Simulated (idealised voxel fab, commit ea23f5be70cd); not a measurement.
This is a process module. Its name is voxel transistor to metal.
160 nm wide, 5 nm square cells: that's cross-section cut.
A cross-section is a grid of square cells, given in bands from the top down. A band is one or more rows of cells.
Basically the band line says how high the top is and how high the bottom is, in nm, and then what's in it from left to right, every material with its width in nm. Empty space shows up as "empty", and if a single material carries "full width" it runs the full band edge to edge.
Convention: height 0 is the level below which the wafer, as received, is all one material. The lowest band does not terminate at the bottom but continues downward, represented as "0..down".
The width entry "30..40" should be interpreted row by row: the top row of cells in the band takes the first number, the bottom row takes the second number, and the change between adjacent rows is uniform throughout.
Any step labelled "changes: none" changed none of the cells in the cross-section.
Empty spaces counting at least 8 cells and having no open way to the top are listed in "Unvented voids". The notation width x height at distance is used for each, the distance being from the left edge and all three values in nm.
The remark found on a step's line after its settings is issued by the simulator itself and pertains to that step.
The line of a step may include "overlay nm". On a step with a mask, this value is how far to the right of its planned place the mask lay. A negative value means the mask lay to the left.

## Process steps (planned)
1. RECEIVE | material Si
2. OXIDIZE | depth nm 5
3. CONFORMAL_DEP | material SiN | thk nm 10
4. MASKED_ETCH | tone cover | mask id ACTIVE | width nm 110 | etch materials SiN | depth nm 10 | overlay nm 0
5. MASKED_ETCH | tone cover | mask id ACTIVE | width nm 110 | etch materials SiO2 | depth nm 5 | overlay nm 0
6. MASKED_ETCH | tone cover | mask id ACTIVE | width nm 110 | etch materials Si | depth nm 25 | overlay nm 0
7. FILL_DEP | material SiO2 | thk nm 5
8. CMP | height nm 10
9. SELECTIVE_ETCH | etch materials SiO2 | depth nm 5
10. STRIP | etch materials SiN
11. SELECTIVE_ETCH | etch materials SiO2 | depth nm 5
12. OXIDIZE | depth nm 5
13. DIRECTIONAL_DEP | material polySi | thk nm 20
14. DIRECTIONAL_DEP | material SiCN | thk nm 15
15. PATTERN | tone cover | mask id GATE | material resist | width nm 30 | thk nm 15 | overlay nm 0
16. DIRECTIONAL_ETCH | etch materials SiCN | depth nm 25
17. DIRECTIONAL_ETCH | etch materials polySi | depth nm 30
18. STRIP | etch materials resist
19. CONFORMAL_DEP | material SiO2 | thk nm 5
20. DIRECTIONAL_ETCH | etch materials SiO2 | depth nm 5
21. CONFORMAL_DEP | material SiN | thk nm 10
22. DIRECTIONAL_ETCH | etch materials SiN | depth nm 10
23. DIRECTIONAL_ETCH | etch materials SiO2 | depth nm 5
24. EPI | material nSi | thk nm 5
25. FILL_DEP | material SiO2 | thk nm 5
26. CMP | height nm 15
27. STRIP | etch materials polySi
28. SELECTIVE_ETCH | etch materials SiO2 | depth nm 5
29. CONFORMAL_DEP | material HfO2 | thk nm 5
30. CONFORMAL_DEP | material TiN | thk nm 5
31. FILL_DEP | material W | thk nm 5
32. CMP | height nm 10
33. DIRECTIONAL_DEP | material SiO2 | thk nm 10
34. MASKED_ETCH | tone open | mask id CONTACT | width nm 20 | pitch nm 80 | etch materials SiO2 | depth nm 25 | overlay nm 0
35. CONFORMAL_DEP | material TiN | thk nm 5
36. FILL_DEP | material W | thk nm 10
37. CMP | height nm 20
38. DIRECTIONAL_DEP | material TiN | thk nm 5
39. DIRECTIONAL_DEP | material W | thk nm 25
40. MASKED_ETCH | tone cover | mask id METAL_1 | width nm 20 | pitch nm 80 | etch materials W | depth nm 25 | overlay nm 0
41. MASKED_ETCH | tone cover | mask id METAL_1 | width nm 20 | pitch nm 80 | etch materials TiN | depth nm 5 | overlay nm 0
42. CONFORMAL_DEP | material SiCN | thk nm 5
43. FILL_DEP | material lowk | thk nm 10
44. CMP | height nm 50
45. CONFORMAL_DEP | material SiCN | thk nm 5

## So this is the incoming wafer in cross-section - it's already been through step 1
    0..down: Si full width
    Unvented voids: none

## As-planned run: cross-section of the first of two wafers at end of module
    55..50: SiCN full width
    50..25: 25 lowk, 5 SiCN, 20 W, 5 SiCN, 50 lowk, 5 SiCN, 20 W, 5 SiCN, 25 lowk
    25..20: 30 SiCN, 20 TiN, 60 SiCN, 20 TiN, 30 SiCN
    20..10: 30 SiO2, 5 TiN, 10 W, 5 TiN, 60 SiO2, 5 TiN, 10 W, 5 TiN, 30 SiO2
    10..0: 30 SiO2, 5..10 TiN, 10..5 W, 5 TiN, 10 SiN, 5 HfO2, 5 TiN, 20 W, 5 TiN, 5 HfO2, 10 SiN, 5 TiN, 10..5 W, 5..10 TiN, 30 SiO2
    0..-5: 25 SiO2, 10 SiN, 15 TiN, 10 SiN, 5 HfO2, 30 TiN, 5 HfO2, 10 SiN, 15 TiN, 10 SiN, 25 SiO2
    -5..-10: 35 SiO2, 15 nSi, 10 SiO2, 40 HfO2, 10 SiO2, 15 nSi, 35 SiO2
    -10..-30: 25 SiO2, 110 Si, 25 SiO2
    -30..down: Si full width
    Unvented voids: none

## Cross-section, wafer two of two, end of module: same start and plan as wafer one, one error in execution
    55..50: SiCN full width
    50..45: lowk full width
    45..40: 25 lowk, 30 SiCN, 50 lowk, 30 SiCN, 25 lowk
    40..15: 25 lowk, 5 SiCN, 20 W, 5 SiCN, 50 lowk, 5 SiCN, 20 W, 5 SiCN, 25 lowk
    15..10: 30 SiCN, 20 TiN, 60 SiCN, 20 TiN, 30 SiCN
    10..0: 30 SiO2, 5..10 TiN, 10..5 W, 5 TiN, 10 SiN, 5 HfO2, 5 TiN, 20 W, 5 TiN, 5 HfO2, 10 SiN, 5 TiN, 10..5 W, 5..10 TiN, 30 SiO2
    0..-5: 25 SiO2, 10 SiN, 15 TiN, 10 SiN, 5 HfO2, 30 TiN, 5 HfO2, 10 SiN, 15 TiN, 10 SiN, 25 SiO2
    -5..-10: 35 SiO2, 15 nSi, 10 SiO2, 40 HfO2, 10 SiO2, 15 nSi, 35 SiO2
    -10..-30: 25 SiO2, 110 Si, 25 SiO2
    -30..down: Si full width
    Unvented voids: none
What was the processing mistake? step 37 went in with a setting other than planned; the actual run was CMP | height nm 10
Count the cells at the end and the second wafer has more or fewer of some materials than the first: SiCN: 12 more; SiO2: 48 fewer; TiN: 8 fewer; W: 8 fewer; lowk: 52 more
